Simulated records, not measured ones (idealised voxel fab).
voxel gate over fins: a process module
It is cross-section cut that appears here, measuring 140 nm in width, its square cells being 5 nm in size.
Cross-section spec: square-cell grid; bands listed top down; each band is one or more rows. This entry defines a band. It first specifies the height of the band's top and the height of its bottom in nm, and then specifies the band's materials from left to right, stating each material with its width in nm. The word "edge to edge" identifies a single material that fills the band from edge to edge, while the word "empty" identifies empty space. Below 0: as-received wafer, all one material; heights counted from there. Lowest band: no bottom, goes on down, written "z 0 and below". Width: "30->40" (first number = top row, second number = bottom row, same change from row to row of cells). When a step is marked "remained unchanged", none of the cells in the cross-section changed during that step. Look at "Closed void register" for the closed voids: empty spaces with no open path to the top, sized 8 cells or up. Each is width x height at distance, distance from the left edge, all nm. Past the settings on a step's line: simulator remark, on that step. "overlay nm" on a masked step: distance the mask lay right of its planned place, negative for left.
Listed below are the process steps as planned:
| 1 | RECEIVE: material Si |
| 2 | CONFORMAL_DEP: material SiN, thk nm 5 |
| 3 | PATTERN: tone cover, mask id FINS, material resist, width nm 15, pitch nm 45, thk nm 15, overlay nm -15 |
| 4 | DIRECTIONAL_ETCH: etch materials SiN, depth nm 5 |
| 5 | DIRECTIONAL_ETCH: etch materials Si, depth nm 30 |
| 6 | STRIP: etch materials resist |
| 7 | OXIDIZE: depth nm 5 |
| 8 | FILL_DEP: material SiO2, thk nm 15 |
| 9 | CMP: height nm 5 |
| 10 | SELECTIVE_ETCH: etch materials SiO2, depth nm 20 |
| 11 | STRIP: etch materials SiN |
| 12 | CONFORMAL_DEP: material HfO2, thk nm 5 |
| 13 | CONFORMAL_DEP: material TiN, thk nm 5 |
| 14 | CONFORMAL_DEP: material TiAl, thk nm 5 |
| 15 | CONFORMAL_DEP: material TiN, thk nm 5 |
| 16 | FILL_DEP: material W, thk nm 15 |
| 17 | CMP: height nm 30 |
| 18 | CONFORMAL_DEP: material SiN, thk nm 5 |
Same starting wafers, different overlay nm at step 3. Plan value belongs to the first wafer.
As-received cross-section, first of several wafers, post step 1:
> z 0 and below: Si edge to edge
> Closed void register: none
Cross-section, first of several wafers, end of module, after last step 18:
> z 35 to 30: SiN edge to edge
> z 30 to 20: W edge to edge
> z 20 to 15: W (10) | TiN (90) | W (40)
> z 15 to 10: W (10) | TiN (5) | TiAl (35) | TiN (10) | TiAl (35) | TiN (5) | W (40)
> z 10 to 5: W (10) | TiN (5) | TiAl (5) | TiN (25) | TiAl (5) | TiN (10) | TiAl (5) | TiN (25) | TiAl (5) | TiN (5) | W (40)
> z 5 to 0: TiN (15) | TiAl (5) | TiN (5) | HfO2 (15) | TiN (5) | TiAl (5) | TiN (10) | TiAl (5) | TiN (5) | HfO2 (15) | TiN (5) | TiAl (5) | TiN (45)
> z 0 to -5: TiAl (20) | TiN (5) | HfO2 (5) | Si (5) | HfO2 (5) | TiN (5) | TiAl (20) | TiN (5) | HfO2 (5) | Si (5) | HfO2 (5) | TiN (5) | TiAl (50)
> z -5 to -10: TiN (25) | HfO2 (5) | Si (5) | HfO2 (5) | TiN (30) | HfO2 (5) | Si (5) | HfO2 (5) | TiN (55)
> z -10 to -15: HfO2 (30) | Si (5) | HfO2 (40) | Si (5) | HfO2 (60)
> z -15 to -35: SiO2 (30) | Si (5) | SiO2 (40) | Si (5) | SiO2 (60)
> z -35 and below: Si edge to edge
> Closed void register: none
Cross-section, last wafer, module completion:
> z 35 to 30: SiN edge to edge
> z 30 to 20: W edge to edge
> z 20 to 15: W (40) | TiN (90) | W (10)
> z 15 to 10: W (40) | TiN (5) | TiAl (35) | TiN (10) | TiAl (35) | TiN (5) | W (10)
> z 10 to 5: W (40) | TiN (5) | TiAl (5) | TiN (25) | TiAl (5) | TiN (10) | TiAl (5) | TiN (25) | TiAl (5) | TiN (5) | W (10)
> z 5 to 0: TiN (45) | TiAl (5) | TiN (5) | HfO2 (15) | TiN (5) | TiAl (5) | TiN (10) | TiAl (5) | TiN (5) | HfO2 (15) | TiN (5) | TiAl (5) | TiN (15)
> z 0 to -5: TiAl (50) | TiN (5) | HfO2 (5) | Si (5) | HfO2 (5) | TiN (5) | TiAl (20) | TiN (5) | HfO2 (5) | Si (5) | HfO2 (5) | TiN (5) | TiAl (20)
> z -5 to -10: TiN (55) | HfO2 (5) | Si (5) | HfO2 (5) | TiN (30) | HfO2 (5) | Si (5) | HfO2 (5) | TiN (25)
> z -10 to -15: HfO2 (60) | Si (5) | HfO2 (40) | Si (5) | HfO2 (30)
> z -15 to -35: SiO2 (60) | Si (5) | SiO2 (40) | Si (5) | SiO2 (30)
> z -35 and below: Si edge to edge
> Closed void register: none
Row per wafer, end-of-module: cell gain (+)/loss (-) by material since the wafer came in, then closed voids:
overlay nm -15; +40 HfO2; -182 Si; +28 SiN; +104 SiO2; +40 TiAl; +80 TiN; +86 W; Closed void register: none
overlay nm -10; +40 HfO2; -182 Si; +28 SiN; +104 SiO2; +40 TiAl; +80 TiN; +86 W; Closed void register: none
overlay nm -5; +40 HfO2; -182 Si; +28 SiN; +104 SiO2; +40 TiAl; +80 TiN; +86 W; Closed void register: none
overlay nm 0; +40 HfO2; -182 Si; +28 SiN; +104 SiO2; +40 TiAl; +80 TiN; +86 W; Closed void register: none
overlay nm 5; +40 HfO2; -182 Si; +28 SiN; +104 SiO2; +40 TiAl; +80 TiN; +86 W; Closed void register: none
overlay nm 10; +40 HfO2; -182 Si; +28 SiN; +104 SiO2; +40 TiAl; +80 TiN; +86 W; Closed void register: none
overlay nm 15; +40 HfO2; -182 Si; +28 SiN; +104 SiO2; +40 TiAl; +80 TiN; +86 W; Closed void register: none
